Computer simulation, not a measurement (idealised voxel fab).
voxel air gaps: a process module
We display cut, a cross-section 265 nm in width whose square cells are each 5 nm.
If you're reading a cross-section in this doc, picture square cells in a grid; it comes to you as bands, top ones listed first down to the bottom, and a band can be one or more rows of cells.
First you get the band's top height and its bottom height, in nm, and then the materials it's made of, left to right, with each width in nm. If you see a single material with "throughout", that one covers the band edge to edge. "blank" is empty space.
Where do heights start? At 0: under that level the wafer as delivered is made of one material only. And the lowest band has no floor; it just carries on downward, as in "0 nm and below".
Width spec "30->40" -> top row of cells at first value, bottom row at second value, equal per-row change in between.
Where a step carries "changes: none", the cross-section came out of it unchanged, cell for cell.
Closed-off voids of 8+ cells (no open route to the top) go in "Fully closed voids", written width x height at distance from the left edge, in nm.
It should be noted that, on the line of a given step, the content following the step's settings is a remark produced by the simulator itself with respect to that step.
overlay nm: on a step with a mask, how far right of its planned place the mask lay; negative means left.

LIST OF PLANNED PROCESS STEPS
| 1 | RECEIVE: material Si |
| 2 | CONFORMAL_DEP: material SiO2, thk nm 10 |
| 3 | CONFORMAL_DEP: material SiN, thk nm 5 |
| 4 | DIRECTIONAL_DEP: material lowk, thk nm 40 |
| 5 | PATTERN: tone open, mask id LINES, material resist, width nm 20, pitch nm 45, thk nm 15, overlay nm 0 |
| 6 | DIRECTIONAL_ETCH: etch materials lowk, depth nm 40 |
| 7 | STRIP: etch materials resist |
| 8 | CONFORMAL_DEP: material TiN, thk nm 5 |
| 9 | FILL_DEP: material Cu, thk nm 5 |
| 10 | CMP: height nm 55 |
| 11 | EPI: material Ru, thk nm 10 |
| 12 | SELECTIVE_ETCH: etch materials lowk, depth nm 50 |
| 13 | CONFORMAL_DEP: material SiN, thk nm 5 |

AS RECEIVED, AFTER STEP 1
0 nm and below | Si throughout
Fully closed voids: none

CROSS-SECTION: FIRST OF TWO WAFERS, MODULE FINISHED, RUN ACCORDING TO PLAN
70 nm to 65 nm | blank (40)  SiN (185)  blank (40)
65 nm to 55 nm | blank (40)  SiN (5)  Ru (40)  SiN (5)  Ru (40)  SiN (5)  Ru (40)  SiN (5)  Ru (40)  SiN (5)  blank (40)
55 nm to 50 nm | blank (40)  SiN (15)  TiN (5)  Cu (10)  TiN (5)  SiN (25)  TiN (5)  Cu (10)  TiN (5)  SiN (25)  TiN (5)  Cu (10)  TiN (5)  SiN (25)  TiN (5)  Cu (10)  TiN (5)  SiN (15)  blank (40)
50 nm to 20 nm | blank (50)  SiN (5)  TiN (5)  Cu (10)  TiN (5)  SiN (5)  blank (15)  SiN (5)  TiN (5)  Cu (10)  TiN (5)  SiN (5)  blank (15)  SiN (5)  TiN (5)  Cu (10)  TiN (5)  SiN (5)  blank (15)  SiN (5)  TiN (5)  Cu (10)  TiN (5)  SiN (5)  blank (50)
20 nm to 15 nm | SiN (55)  TiN (20)  SiN (25)  TiN (20)  SiN (25)  TiN (20)  SiN (25)  TiN (20)  SiN (55)
15 nm to 10 nm | SiN throughout
10 nm to 0 nm | SiO2 throughout
0 nm and below | Si throughout
Fully closed voids: 15 x 30 at 80; 15 x 30 at 125; 15 x 30 at 170

SAME START, SAME PLAN AS THE FIRST WAFER - BUT ONE MISTAKE IN THE RUN. CROSS-SECTION OF THE SECOND OF THE TWO AT THE END OF THE MODULE
70 nm to 65 nm | SiN throughout
65 nm to 55 nm | Ru throughout
55 nm to 20 nm | Cu (50)  TiN (5)  lowk (20)  TiN (5)  Cu (15)  TiN (5)  lowk (20)  TiN (5)  Cu (15)  TiN (5)  lowk (20)  TiN (5)  Cu (15)  TiN (5)  lowk (20)  TiN (5)  Cu (50)
20 nm to 15 nm | TiN (55)  lowk (20)  TiN (25)  lowk (20)  TiN (25)  lowk (20)  TiN (25)  lowk (20)  TiN (55)
15 nm to 10 nm | SiN throughout
10 nm to 0 nm | SiO2 throughout
0 nm and below | Si throughout
Fully closed voids: none
Diagnosis: step 5 off recipe, ran as PATTERN: tone cover, mask id LINES, material resist, width nm 20, pitch nm 45, thk nm 15, overlay nm 0
The second wafer ends with more or fewer cells of some materials than the first, per final count: +147 Cu, +42 Ru, -100 SiN, +21 TiN, +128 lowk
So at the end we're looking at 3 closed voids on the first wafer and 0 on the second.
